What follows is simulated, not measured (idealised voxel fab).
This section sets out a process module, namely voxel self aligned vias.
The cross-section on display is named cut; it measures 145 nm wide, and its cells are 5 nm squares.
Think of the cross-section as a grid of square cells. We describe it in bands, top to bottom, and each band covers one or more rows of those cells. For a band, the entry starts with two heights in nm, that of the top and then that of the bottom, and carries on with the band's materials in order from left to right, each alongside its width in nm; the word "everywhere" beside a single material means it fills the band edge to edge, and "air" means empty space. Heights from 0 (as-received wafer is one material below). Bottom band endless downward, as "0 down". Think of "30..40" as a width that walks from the first number to the second as you go down the band, top row to bottom row, taking equal-sized steps from row to row. No cell of the cross-section changed in a step that is given as "stayed the same". In "Enclosed void catalog" the enclosed voids are listed, meaning empty spaces of 8 cells or larger without any opening to the top. The form is width x height at distance, distance from the left edge, units nm. Where a step's line continues beyond its settings, the continuation is a remark by the simulator itself on that step. Steps that use a mask can have "overlay nm" on their line. It says how far the mask sat to the right of where it was meant to be. Negative means to the left.
INTENDED PROCESS STEPS
| 1 | RECEIVE,material Si |
| 2 | CONFORMAL_DEP,material SiO2,thk nm 15 |
| 3 | CONFORMAL_DEP,material SiCN,thk nm 5 |
| 4 | DIRECTIONAL_DEP,material SiO2,thk nm 25 |
| 5 | DIRECTIONAL_DEP,material aC,thk nm 15 |
| 6 | PATTERN,tone open,mask id LINES,material resist,width nm 30,pitch nm 60,thk nm 35,overlay nm 0 |
| 7 | DIRECTIONAL_ETCH,etch materials aC,depth nm 15 |
| 8 | STRIP,etch materials resist |
| 9 | DIRECTIONAL_ETCH,etch materials SiO2,depth nm 25 |
| 10 | STRIP,etch materials aC |
| 11 | CONFORMAL_DEP,material TiN,thk nm 5 |
| 12 | FILL_DEP,material Ru,thk nm 5 |
| 13 | CMP,height nm 45 |
| 14 | SELECTIVE_ETCH,etch materials W Ru TiN,depth nm 5 |
| 15 | FILL_DEP,material SiN,thk nm 5 |
| 16 | CMP,height nm 45 |
| 17 | DIRECTIONAL_DEP,material SiO2,thk nm 15 |
| 18 | MASKED_ETCH,tone open,mask id VIAS,width nm 40,etch materials SiO2,depth nm 15,overlay nm 0 |
| 19 | MASKED_ETCH,tone open,mask id VIAS,width nm 40,etch materials SiN,depth nm 5,overlay nm 0 |
| 20 | CONFORMAL_DEP,material TiN,thk nm 5 |
| 21 | FILL_DEP,material Cu,thk nm 5 |
| 22 | CMP,height nm 60 |
| 23 | CONFORMAL_DEP,material SiN,thk nm 5 |
SHOWN IN CROSS-SECTION IS THE WAFER AS RECEIVED, THAT IS, AS IT STANDS AFTER STEP 1
- 0 down  Si everywhere
- Enclosed void catalog: none
CROSS-SECTION: FIRST OF TWO WAFERS, MODULE FINISHED, RUN ACCORDING TO PLAN
- 65 to 60  SiN everywhere
- 60 to 50  SiO2: 20; TiN: 5; Cu: 30; TiN: 5; SiO2: 85
- 50 to 45  SiO2: 20; TiN: 10; Cu: 20; TiN: 10; SiO2: 85
- 45 to 40  SiO2: 25; TiN: 30; SiO2: 30; SiN: 30; SiO2: 30
- 40 to 25  SiO2: 25; TiN: 5; Ru: 20; TiN: 5; SiO2: 30; TiN: 5; Ru: 20; TiN: 5; SiO2: 30
- 25 to 20  SiO2: 25; TiN: 30; SiO2: 30; TiN: 30; SiO2: 30
- 20 to 15  SiCN everywhere
- 15 to 0  SiO2 everywhere
- 0 down  Si everywhere
- Enclosed void catalog: none
CROSS-SECTION OF THE LATTER OF THE TWO WAFERS AT MODULE COMPLETION. IT HAD AN IDENTICAL START AND AN IDENTICAL PLAN TO THE FORMER; IN RUNNING IT, ONE MISTAKE WAS MADE
- 65 to 60  SiN everywhere
- 60 to 45  SiO2: 20; TiN: 5; SiO2: 30; TiN: 5; SiO2: 85
- 45 to 40  SiO2: 25; SiN: 30; SiO2: 30; SiN: 30; SiO2: 30
- 40 to 25  SiO2: 25; TiN: 5; Ru: 20; TiN: 5; SiO2: 30; TiN: 5; Ru: 20; TiN: 5; SiO2: 30
- 25 to 20  SiO2: 25; TiN: 30; SiO2: 30; TiN: 30; SiO2: 30
- 20 to 15  SiCN everywhere
- 15 to 0  SiO2 everywhere
- 0 down  Si everywhere
- Enclosed void catalog: none
Diagnosis: steps 17 and 18 of the plan were each performed in the slot designated for the other
Final difference in cells, second wafer against first, listed per material as more or fewer: Cu: 16 fewer, SiN: 6 more, SiO2: 18 more, TiN: 8 fewer
